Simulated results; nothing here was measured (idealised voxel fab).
A process module follows: voxel self aligned vias.
The figure presents cross-section cut, which has a width of 175 nm and is divided into square cells with an edge length of 5 nm.
Each cross-section below is a grid of square cells, stated as bands in top-down order, with one or more rows of cells making up each band. A band entry consists of two parts. The first gives the height of the band's top and the height of its bottom, in nm. The rest lists the band's materials from left to right, each with its width in nm. A single material labelled with the word "all across" fills the band from edge to edge, and the word "empty" marks empty space. Where do heights start? At 0: under that level the wafer as delivered is made of one material only. And the lowest band has no floor; it just carries on downward, as in "top 0, no bottom". The expression "30 to 40" gives the width at the extremes of the band, the first number at its top row of cells and the second at its bottom row, with the width changing by equal amounts from each row to the next in between. Any step labelled "nothing altered" changed none of the cells in the cross-section. The label "Fully enclosed voids" introduces a list of the empty spaces, 8 cells or larger, that have no open way up to the top; each entry in it reads width x height at distance, where the distance is taken from the left edge and all three are stated in nm. Whatever follows a step's settings on its line is a remark the simulator itself makes about that step. overlay nm: for a step with a mask, the amount by which the mask lay right of where it was planned; a negative amount means left of it.

Listed below are the process steps as planned
1. RECEIVE | material Si
2. CONFORMAL_DEP | material SiO2 | thk nm 15
3. CONFORMAL_DEP | material SiCN | thk nm 5
4. DIRECTIONAL_DEP | material lowk | thk nm 30
5. DIRECTIONAL_DEP | material aC | thk nm 15
6. PATTERN | tone open | mask id LINES | material resist | width nm 25 | pitch nm 65 | thk nm 35 | overlay nm 0
7. DIRECTIONAL_ETCH | etch materials aC | depth nm 15
8. STRIP | etch materials resist
9. DIRECTIONAL_ETCH | etch materials lowk | depth nm 30
10. STRIP | etch materials aC
11. CONFORMAL_DEP | material TiN | thk nm 5
12. FILL_DEP | material W | thk nm 5
13. CMP | height nm 50
14. SELECTIVE_ETCH | etch materials W Ru TiN | depth nm 10
15. FILL_DEP | material SiN | thk nm 10
16. CMP | height nm 50
17. DIRECTIONAL_DEP | material lowk | thk nm 20
18. DIRECTIONAL_DEP | material aC | thk nm 10
19. PATTERN | tone open | mask id VIAS | material resist | width nm 35 | thk nm 30 | overlay nm 0
20. DIRECTIONAL_ETCH | etch materials aC | depth nm 10
21. STRIP | etch materials resist
22. DIRECTIONAL_ETCH | etch materials lowk | depth nm 20
23. DIRECTIONAL_ETCH | etch materials SiN | depth nm 10
24. STRIP | etch materials aC
25. CONFORMAL_DEP | material TiN | thk nm 5
26. FILL_DEP | material W | thk nm 10
27. CMP | height nm 70
28. CONFORMAL_DEP | material SiN | thk nm 5

Shown in cross-section is the wafer as received, that is, as it stands after step 1
* top 0, no bottom | Si all across
* Fully enclosed voids: none

Cross-section: first of two wafers, module finished, run according to plan
* top 75, bottom 70 | SiN all across
* top 70, bottom 55 | lowk 35, then TiN 5, then W 25, then TiN 5, then lowk 105
* top 55, bottom 50 | lowk 35, then TiN 10, then W 15, then TiN 10, then lowk 105
* top 50, bottom 45 | lowk 40, then TiN 5, then W 15, then TiN 5, then lowk 40, then SiN 25, then lowk 45
* top 45, bottom 40 | lowk 40, then TiN 25, then lowk 40, then SiN 25, then lowk 45
* top 40, bottom 25 | lowk 40, then TiN 5, then W 15, then TiN 5, then lowk 40, then TiN 5, then W 15, then TiN 5, then lowk 45
* top 25, bottom 20 | lowk 40, then TiN 25, then lowk 40, then TiN 25, then lowk 45
* top 20, bottom 15 | SiCN all across
* top 15, bottom 0 | SiO2 all across
* top 0, no bottom | Si all across
* Fully enclosed voids: none

Cross-section, wafer two of two, end of module: same start and plan as wafer one, one error in execution
* top 75, bottom 70 | SiN all across
* top 70, bottom 50 | lowk 35, then TiN 5, then W 25, then TiN 5, then lowk 105
* top 50, bottom 45 | SiN 35, then TiN 10, then W 15, then TiN 10, then SiN 105
* top 45, bottom 40 | lowk 40, then TiN 25, then lowk 40, then SiN 25, then lowk 45
* top 40, bottom 20 | lowk 40, then TiN 5, then W 15, then TiN 5, then lowk 40, then TiN 5, then W 15, then TiN 5, then lowk 45
* top 20, bottom 15 | lowk 40, then TiN 25, then lowk 40, then TiN 25, then lowk 45
* top 15, bottom 0 | SiO2 all across
* top 0, no bottom | Si all across
* Fully enclosed voids: none
Want to know what went wrong? plan step 3: skipped, not run
Wrapping up, a cell-based count of both wafers puts the second over or under the first for these materials: SiCN: 35 fewer | SiN: 23 more | TiN: 4 more | W: 8 more
